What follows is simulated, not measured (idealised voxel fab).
Process module heading - voxel ribs on slabs
Cross-sectional view cut (width: 220 nm; square cell size: 5 nm).
Heads up, the way a cross-section reads in here is a grid of square cells, handed over as bands from the top down, with every band being one or more rows of cells.
Within each band entry, the heights of the top and of the bottom of the band appear first, in that order and in nm; the materials of the band then follow from left to right, each with its corresponding width in nm. The designation "full width" on a single material indicates that it fills the band from edge to edge; the designation "empty" indicates empty space.
Height is counted from the level 0, under which the received wafer is composed throughout of one material. The lowest of the bands is not closed at the bottom but continues downward, in the notation "0 nm and below".
A two-number width, for instance "30->40", indicates that the width is equal to the first number in the top row of the band and to the second number in the bottom row, and that it changes by a constant amount per row of cells.
Step marked "no alteration"? Then no cell in the cross-section changed in it.
"Enclosed cavities": empty spaces of 8 cells or more with no open way to the top, each given as width x height at distance, distance from the left edge, all in nm.
Step line, after settings: the simulator's comment on this step.
On any step carrying a mask, the "overlay nm" setting, if present on the step's line, tells how far right of its planned place the mask lay; negative values point to the left.

List of planned process steps
1 RECEIVE with material Si
2 DIRECTIONAL_DEP with material SiO2, thk nm 30
3 DIRECTIONAL_DEP with material polySi, thk nm 15
4 PATTERN with tone cover, mask id RIB, material resist, width nm 20, thk nm 15, overlay nm 0
5 DIRECTIONAL_ETCH with etch materials polySi, depth nm 10
6 STRIP with etch materials resist
7 MASKED_ETCH with tone cover, mask id SLAB, width nm 70, etch materials polySi, depth nm 5, overlay nm -15
8 FILL_DEP with material SiO2, thk nm 15
9 CMP with height nm 55
10 DIRECTIONAL_DEP with material TiN, thk nm 5
11 DIRECTIONAL_DEP with material aC, thk nm 15
12 PATTERN with tone cover, mask id HEATER, material resist, width nm 30, thk nm 35, overlay nm 0
13 DIRECTIONAL_ETCH with etch materials aC, depth nm 15
14 STRIP with etch materials resist
15 DIRECTIONAL_ETCH with etch materials TiN, depth nm 5
16 STRIP with etch materials aC
17 CONFORMAL_DEP with material SiO2, thk nm 5
Among the wafers covered here, the point of difference is the overlay nm at step 7; their starting state is shared, and the plan presents the value of the first wafer.

Incoming state of the first of several wafers in cross-section: after step 1
    0 nm and below  Si full width
    Enclosed cavities: none

Cross-sectional representation of the first of several wafers at the end of the module, i.e. after its terminal step, step 17
    65 nm to 60 nm  empty (90)  SiO2 (40)  empty (90)
    60 nm to 55 nm  SiO2 (95)  TiN (30)  SiO2 (95)
    55 nm to 45 nm  SiO2 full width
    45 nm to 35 nm  SiO2 (100)  polySi (20)  SiO2 (100)
    35 nm to 30 nm  SiO2 (60)  polySi (70)  SiO2 (90)
    30 nm to 0 nm  SiO2 full width
    0 nm and below  Si full width
    Enclosed cavities: none

Cross-sectional view of the final wafer of several at the module's end
    65 nm to 60 nm  empty (90)  SiO2 (40)  empty (90)
    60 nm to 55 nm  SiO2 (95)  TiN (30)  SiO2 (95)
    55 nm to 45 nm  SiO2 full width
    45 nm to 35 nm  SiO2 (100)  polySi (20)  SiO2 (100)
    35 nm to 30 nm  SiO2 (90)  polySi (70)  SiO2 (60)
    30 nm to 0 nm  SiO2 full width
    0 nm and below  Si full width
    Enclosed cavities: none

So in this table every wafer gets its own row, and what you see is where it stands at the end of the module: for each material, how many cells it picked up (+) or gave up (-) since we received it, and after that its closed voids
overlay nm -15, +508 SiO2, +6 TiN, +22 polySi, Enclosed cavities: none
overlay nm -10, +508 SiO2, +6 TiN, +22 polySi, Enclosed cavities: none
overlay nm -5, +508 SiO2, +6 TiN, +22 polySi, Enclosed cavities: none
overlay nm 0, +508 SiO2, +6 TiN, +22 polySi, Enclosed cavities: none
overlay nm 5, +508 SiO2, +6 TiN, +22 polySi, Enclosed cavities: none
overlay nm 10, +508 SiO2, +6 TiN, +22 polySi, Enclosed cavities: none
overlay nm 15, +508 SiO2, +6 TiN, +22 polySi, Enclosed cavities: none
